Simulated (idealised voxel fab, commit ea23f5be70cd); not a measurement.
The name of this process module is voxel self aligned vias.
cross-section cut | 295 nm wide | cells 5 nm
Think of the cross-section as a grid of square cells. We describe it in bands, top to bottom, and each band covers one or more rows of those cells. Band: top height; bottom height; in nm. Then, left to right: material with width in nm, for each material. "all across": a single material spanning edge to edge. "air": empty space. Heights are measured from 0, the level below which the as-received wafer is all one material; the lowest band has no bottom and continues downward, written as in "0..down". When a width is written as two numbers, as in "30..40", the first number is the width in the top row of cells of the band and the second is the width in its bottom row, and the width changes by the same amount from each row to the next. Where a step carries "all unchanged", the cross-section came out of it unchanged, cell for cell. "Sealed void inventory": empty spaces of 8 cells or more with no open way to the top, each given as width x height at distance, distance from the left edge, all in nm. Heads up: the bit after the settings on a step's line is the simulator's remark on that step. Steps that use a mask can have "overlay nm" on their line. It says how far the mask sat to the right of where it was meant to be. Negative means to the left.
-- Process steps - plan
1: op RECEIVE | material Si
2: op CONFORMAL_DEP | material SiO2 | thk nm 10
3: op CONFORMAL_DEP | material SiCN | thk nm 5
4: op DIRECTIONAL_DEP | material lowk | thk nm 30
5: op DIRECTIONAL_DEP | material aC | thk nm 15
6: op PATTERN | tone open | mask id LINES | material resist | width nm 30 | pitch nm 70 | thk nm 35 | overlay nm 0
7: op DIRECTIONAL_ETCH | etch materials aC | depth nm 15
8: op STRIP | etch materials resist
9: op DIRECTIONAL_ETCH | etch materials lowk | depth nm 30
10: op STRIP | etch materials aC
11: op CONFORMAL_DEP | material TiN | thk nm 5
12: op FILL_DEP | material W | thk nm 10
13: op CMP | height nm 45
14: op SELECTIVE_ETCH | etch materials W Ru TiN | depth nm 10
15: op FILL_DEP | material SiN | thk nm 10
16: op CMP | height nm 45
17: op DIRECTIONAL_DEP | material lowk | thk nm 20
18: op PATTERN | tone open | mask id VIAS | material resist | width nm 40 | thk nm 15 | overlay nm 0
19: op DIRECTIONAL_ETCH | etch materials lowk | depth nm 20
20: op DIRECTIONAL_ETCH | etch materials SiN | depth nm 10
21: op STRIP | etch materials resist
22: op CONFORMAL_DEP | material TiN | thk nm 5
23: op FILL_DEP | material W | thk nm 5
24: op CMP | height nm 65
25: op CONFORMAL_DEP | material SiCN | thk nm 5
-- As-received wafer cross-section (after step 1)
> 0..down | Si all across
> Sealed void inventory: none
-- End-of-module XS, first of two wafers, run as planned
> 70..65 | SiCN all across
> 65..50 | 90 of lowk / 5 of TiN / 30 of W / 5 of TiN / 165 of lowk
> 50..45 | 90 of lowk / 10 of TiN / 20 of W / 10 of TiN / 165 of lowk
> 45..40 | 95 of lowk / 5 of TiN / 20 of W / 5 of TiN / 40 of lowk / 30 of SiN / 100 of lowk
> 40..35 | 95 of lowk / 30 of TiN / 40 of lowk / 30 of SiN / 100 of lowk
> 35..20 | 95 of lowk / 5 of TiN / 20 of W / 5 of TiN / 40 of lowk / 5 of TiN / 20 of W / 5 of TiN / 100 of lowk
> 20..15 | 95 of lowk / 30 of TiN / 40 of lowk / 30 of TiN / 100 of lowk
> 15..10 | SiCN all across
> 10..0 | SiO2 all across
> 0..down | Si all across
> Sealed void inventory: none
-- Cross-section of the latter of the two wafers at module completion. It had an identical start and an identical plan to the former; in running it, one mistake was made
> 70..65 | SiCN all across
> 65..45 | 90 of lowk / 5 of TiN / 30 of W / 5 of TiN / 165 of lowk
> 45..40 | 90 of SiN / 5 of TiN / 30 of W / 5 of TiN / 165 of SiN
> 40..35 | 90 of SiN / 40 of TiN / 165 of SiN
> 35..10 | 95 of lowk / 5 of TiN / 20 of W / 5 of TiN / 40 of lowk / 5 of TiN / 20 of W / 5 of TiN / 100 of lowk
> 10..5 | 95 of lowk / 30 of TiN / 40 of lowk / 30 of TiN / 100 of lowk
> 5..0 | SiCN all across
> 0..down | Si all across
> Sealed void inventory: none
Here's what went sideways: step 2 of the plan was bypassed and not carried out
Per the end-of-run cell counts, the second wafer holds more or fewer of some materials than the first: SiN: 90 more, SiO2: 118 fewer, TiN: 8 more, W: 20 more
